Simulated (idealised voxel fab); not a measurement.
The following is a process module called voxel gate over fins.
The figure presents cross-section cut, which has a width of 210 nm and is divided into square cells with an edge length of 5 nm.
When this document writes out a cross-section, it uses a grid of square cells and lists it as bands, beginning at the top and moving down, with a band standing for one or more rows of cells. First you get the band's top height and its bottom height, in nm, and then the materials it's made of, left to right, with each width in nm. If you see a single material with "throughout", that one covers the band edge to edge. "empty" is empty space. Heights are reckoned from 0. Under this level, the received wafer is all of one material. The bottommost band is open-ended downward, for example "0 nm and below". The width entry "30->40" should be interpreted row by row: the top row of cells in the band takes the first number, the bottom row takes the second number, and the change between adjacent rows is uniform throughout. "no alteration" for a step: no cell of the cross-section changed in that step. Basically, "Sealed voids" tells you about the enclosed voids: empty spaces with no open way to the top, 8 cells or bigger, each written width x height at distance, where distance is from the left edge, all in nm. Where a step's line continues beyond its settings, the continuation is a remark by the simulator itself on that step. "overlay nm" answers the question of how far to the right of plan the mask lay on a step that has a mask, and when it is negative the answer is to the left.
Here's what the planned process steps look like:
1,RECEIVE: material Si
2,CONFORMAL_DEP: material SiN, thk nm 10
3,DIRECTIONAL_DEP: material aC, thk nm 15
4,PATTERN: tone cover, mask id FINS, material resist, width nm 15, pitch nm 50, thk nm 30, overlay nm 0
5,DIRECTIONAL_ETCH: etch materials aC, depth nm 15
6,STRIP: etch materials resist
7,DIRECTIONAL_ETCH: etch materials SiN, depth nm 10
8,DIRECTIONAL_ETCH: etch materials Si, depth nm 35
9,STRIP: etch materials aC
10,FILL_DEP: material SiO2, thk nm 10
11,CMP: height nm 10
12,MASKED_ETCH: tone open, mask id RAIL, width nm 15, etch materials SiO2, depth nm 40, overlay nm 0
13,CONFORMAL_DEP: material TiN, thk nm 5
14,FILL_DEP: material W, thk nm 5
15,CMP: height nm 10
16,SELECTIVE_ETCH: etch materials W Ru TiN, depth nm 25
17,FILL_DEP: material SiO2, thk nm 5
18,CMP: height nm 10
19,SELECTIVE_ETCH: etch materials SiO2, depth nm 20
20,STRIP: etch materials SiN
21,CONFORMAL_DEP: material HfO2, thk nm 5
22,CONFORMAL_DEP: material TiN, thk nm 5
23,CONFORMAL_DEP: material TiAl, thk nm 5
24,CONFORMAL_DEP: material TiN, thk nm 5
25,FILL_DEP: material W, thk nm 15
26,CMP: height nm 30
27,CONFORMAL_DEP: material SiN, thk nm 5
Cross-section of the wafer at receipt, which is the condition after step 1:
0 nm and below | Si throughout
Sealed voids: none
Cross-section: first of two wafers, module finished, run according to plan:
35 nm to 30 nm | SiN throughout
30 nm to 20 nm | W throughout
20 nm to 15 nm | 25 of W / 155 of TiN / 30 of W
15 nm to 10 nm | 25 of W / 5 of TiN / 45 of TiAl / 5 of TiN / 45 of TiAl / 5 of TiN / 45 of TiAl / 5 of TiN / 30 of W
10 nm to 5 nm | 30 of TiN / 5 of TiAl / 35 of TiN / 5 of TiAl / 5 of TiN / 5 of TiAl / 35 of TiN / 5 of TiAl / 5 of TiN / 5 of TiAl / 35 of TiN / 5 of TiAl / 35 of TiN
5 nm to 0 nm | 35 of TiAl / 5 of TiN / 25 of HfO2 / 5 of TiN / 15 of TiAl / 5 of TiN / 25 of HfO2 / 5 of TiN / 15 of TiAl / 5 of TiN / 25 of HfO2 / 5 of TiN / 40 of TiAl
0 nm to -5 nm | 40 of TiN / 5 of HfO2 / 15 of Si / 5 of HfO2 / 25 of TiN / 5 of HfO2 / 15 of Si / 5 of HfO2 / 25 of TiN / 5 of HfO2 / 15 of Si / 5 of HfO2 / 45 of TiN
-5 nm to -10 nm | 45 of HfO2 / 15 of Si / 35 of HfO2 / 15 of Si / 35 of HfO2 / 15 of Si / 50 of HfO2
-10 nm to -15 nm | 45 of SiO2 / 15 of Si / 35 of SiO2 / 15 of Si / 35 of SiO2 / 15 of Si / 50 of SiO2
-15 nm to -25 nm | 45 of SiO2 / 15 of Si / 10 of SiO2 / 5 of TiN / 5 of W / 5 of TiN / 10 of SiO2 / 15 of Si / 35 of SiO2 / 15 of Si / 50 of SiO2
-25 nm to -30 nm | 45 of SiO2 / 15 of Si / 10 of SiO2 / 15 of TiN / 10 of SiO2 / 15 of Si / 35 of SiO2 / 15 of Si / 50 of SiO2
-30 nm to -35 nm | 45 of SiO2 / 15 of Si / 35 of SiO2 / 15 of Si / 35 of SiO2 / 15 of Si / 50 of SiO2
-35 nm and below | Si throughout
Sealed voids: none
Same start, same plan as the first wafer - but one mistake in the run. Cross-section of the second of the two at the end of the module:
35 nm to 30 nm | SiN throughout
30 nm to 20 nm | W throughout
20 nm to 15 nm | 25 of W / 155 of TiN / 30 of W
15 nm to 10 nm | 25 of W / 5 of TiN / 45 of TiAl / 5 of TiN / 45 of TiAl / 5 of TiN / 45 of TiAl / 5 of TiN / 30 of W
10 nm to 5 nm | 30 of TiN / 5 of TiAl / 35 of TiN / 5 of TiAl / 5 of TiN / 5 of TiAl / 35 of TiN / 5 of TiAl / 5 of TiN / 5 of TiAl / 35 of TiN / 5 of TiAl / 35 of TiN
5 nm to 0 nm | 35 of TiAl / 5 of TiN / 25 of HfO2 / 5 of TiN / 5 of TiAl / 5 of TiN / 5 of TiAl / 5 of TiN / 25 of HfO2 / 5 of TiN / 5 of TiAl / 5 of TiN / 5 of TiAl / 5 of TiN / 25 of HfO2 / 5 of TiN / 40 of TiAl
0 nm to -5 nm | 40 of TiN / 5 of HfO2 / 15 of Si / 5 of HfO2 / 5 of TiN / 15 of TiAl / 5 of TiN / 5 of HfO2 / 15 of Si / 5 of HfO2 / 5 of TiN / 5 of TiAl / 5 of TiN / 5 of TiAl / 5 of TiN / 5 of HfO2 / 15 of Si / 5 of HfO2 / 45 of TiN
-5 nm to -10 nm | 30 of HfO2 / 10 of TiN / 5 of HfO2 / 15 of Si / 5 of HfO2 / 25 of TiN / 5 of HfO2 / 15 of Si / 5 of HfO2 / 5 of TiN / 15 of TiAl / 5 of TiN / 5 of HfO2 / 15 of Si / 5 of HfO2 / 10 of TiN / 35 of HfO2
-10 nm to -15 nm | 25 of SiO2 / 5 of HfO2 / 10 of TiN / 5 of HfO2 / 15 of Si / 35 of HfO2 / 15 of Si / 5 of HfO2 / 25 of TiN / 5 of HfO2 / 15 of Si / 5 of HfO2 / 10 of TiN / 5 of HfO2 / 30 of SiO2
-15 nm to -20 nm | 25 of SiO2 / 20 of HfO2 / 15 of Si / 10 of HfO2 / 5 of TiN / 5 of W / 5 of TiN / 10 of HfO2 / 15 of Si / 35 of HfO2 / 15 of Si / 20 of HfO2 / 30 of SiO2
-20 nm to -25 nm | 45 of SiO2 / 15 of Si / 10 of SiO2 / 5 of TiN / 5 of W / 5 of TiN / 10 of SiO2 / 15 of Si / 35 of SiO2 / 15 of Si / 50 of SiO2
-25 nm to -30 nm | 45 of SiO2 / 15 of Si / 10 of SiO2 / 15 of TiN / 10 of SiO2 / 15 of Si / 35 of SiO2 / 15 of Si / 50 of SiO2
-30 nm to -35 nm | 45 of SiO2 / 15 of Si / 35 of SiO2 / 15 of Si / 35 of SiO2 / 15 of Si / 50 of SiO2
-35 nm and below | Si throughout
Sealed voids: none
Run error: step 19 ran in the slot meant for step 20, and vice versa
Final tally in cells, some materials are higher or lower on the second wafer than on the first: HfO2: 18 more, SiO2: 41 fewer, TiAl: 6 more, TiN: 17 more
